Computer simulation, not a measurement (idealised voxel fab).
process module | voxel ribs on slabs
cross-section cut | 155 nm wide | cells 5 nm
A cross-section is a grid of square cells, given in bands from the top down. A band is one or more rows of cells.
Each band's line starts with the height of the band's top and of its bottom, in nm. Then come its materials from left to right, each with its width in nm. One material with "throughout" fills the band from edge to edge. "air" is empty space.
Height 0 is the level under which the wafer as received is all one material. The lowest band goes on downwards, as in "0 down".
A width such as "30 to 40" changes by the same amount from each row of cells to the next, from the band's top row to its bottom row.
"no change" after a step means that no cell of the cross-section changed.
closed voids: empty space of 8 cells or more with no open way to the top, each as width x height at its distance from the left edge, in nm
after a step's settings: what the simulator itself notes on the step
overlay nm, on a step with a mask: how far to the right of its planned place the mask lay; to the left if negative
plan
1 op RECEIVE | material Si
2 op DIRECTIONAL_DEP | material SiO2 | thk nm 25
3 op DIRECTIONAL_DEP | material SiN | thk nm 20
4 op PATTERN | tone cover | mask id RIB | material resist | width nm 15 | thk nm 15 | overlay nm 0
5 op DIRECTIONAL_ETCH | etch materials SiN | depth nm 5
6 op STRIP | etch materials resist
7 op PATTERN | tone cover | mask id SLAB | material resist | width nm 65 | thk nm 15 | overlay nm 0
8 op DIRECTIONAL_ETCH | etch materials SiN | depth nm 15
9 op STRIP | etch materials resist
10 op FILL_DEP | material SiO2 | thk nm 25
11 op CMP | height nm 60
12 op DIRECTIONAL_DEP | material TiN | thk nm 10
13 op MASKED_ETCH | tone cover | mask id HEATER | width nm 25 | etch materials TiN | depth nm 10 | overlay nm 0
14 op CONFORMAL_DEP | material SiO2 | thk nm 5
first wafer, as planned
as received, after step 1
  0 down: Si throughout
  closed voids: none
after step 2
  25 to 0: SiO2 throughout
  below 0: unchanged
after step 3
  45 to 25: SiN throughout
  below 25: unchanged
after step 4
  60 to 45: air 70 | resist 15 | air 70
  below 45: unchanged
after step 5
  60 to 45: air 70 | resist 15 | air 70
  45 to 40: air 70 | SiN 15 | air 70
  below 40: unchanged
after step 6
  45 to 40: air 70 | SiN 15 | air 70
  below 40: unchanged
after step 7
  60 to 45: air 45 | resist 65 | air 45
  45 to 40: air 45 | resist 25 | SiN 15 | resist 25 | air 45
  below 40: unchanged
after step 8
  60 to 45: air 45 | resist 65 | air 45
  45 to 40: air 45 | resist 25 | SiN 15 | resist 25 | air 45
  40 to 25: air 45 | SiN 65 | air 45
  below 25: unchanged
after step 9
  45 to 40: air 70 | SiN 15 | air 70
  below 40: unchanged
after step 10
  70 to 45: SiO2 throughout
  45 to 40: SiO2 70 | SiN 15 | SiO2 70
  40 to 25: SiO2 45 | SiN 65 | SiO2 45
  below 25: unchanged
after step 11
  60 to 45: SiO2 throughout
  below 45: unchanged
after step 12
  70 to 60: TiN throughout
  below 60: unchanged
after step 13
  70 to 60: air 65 | TiN 25 | air 65
  below 60: unchanged
after step 14
  75 to 70: air 60 | SiO2 35 | air 60
  70 to 65: air 60 | SiO2 5 | TiN 25 | SiO2 5 | air 60
  65 to 60: SiO2 65 | TiN 25 | SiO2 65
  below 60: unchanged
second wafer: like start, like plan, one mistake. Through step 1 it matches the first wafer
when step 2 should have ended
  20 to 0: SiN throughout
  below 0: unchanged
when step 3 should have ended
  45 to 20: SiO2 throughout
  below 20: unchanged
when step 4 should have ended
  60 to 45: air 70 | resist 15 | air 70
  below 45: unchanged
when step 5 should have ended: no change
when step 6 should have ended
  45 to 20: SiO2 throughout
  below 20: unchanged
when step 7 should have ended
  60 to 45: air 45 | resist 65 | air 45
  below 45: unchanged
when step 8 should have ended: no change
when step 9 should have ended
  45 to 20: SiO2 throughout
  below 20: unchanged
when step 10 should have ended
  70 to 20: SiO2 throughout
  below 20: unchanged
when step 11 should have ended
  60 to 20: SiO2 throughout
  below 20: unchanged
when step 12 should have ended
  70 to 60: TiN throughout
  below 60: unchanged
when step 13 should have ended
  70 to 60: air 65 | TiN 25 | air 65
  below 60: unchanged
when step 14 should have ended
  75 to 70: air 60 | SiO2 35 | air 60
  70 to 65: air 60 | SiO2 5 | TiN 25 | SiO2 5 | air 60
  65 to 60: SiO2 65 | TiN 25 | SiO2 65
  below 60: unchanged
what went wrong: steps 2 and 3 were swapped
at the end the second wafer has, in cells: 82 more of SiN | 82 fewer of SiO2
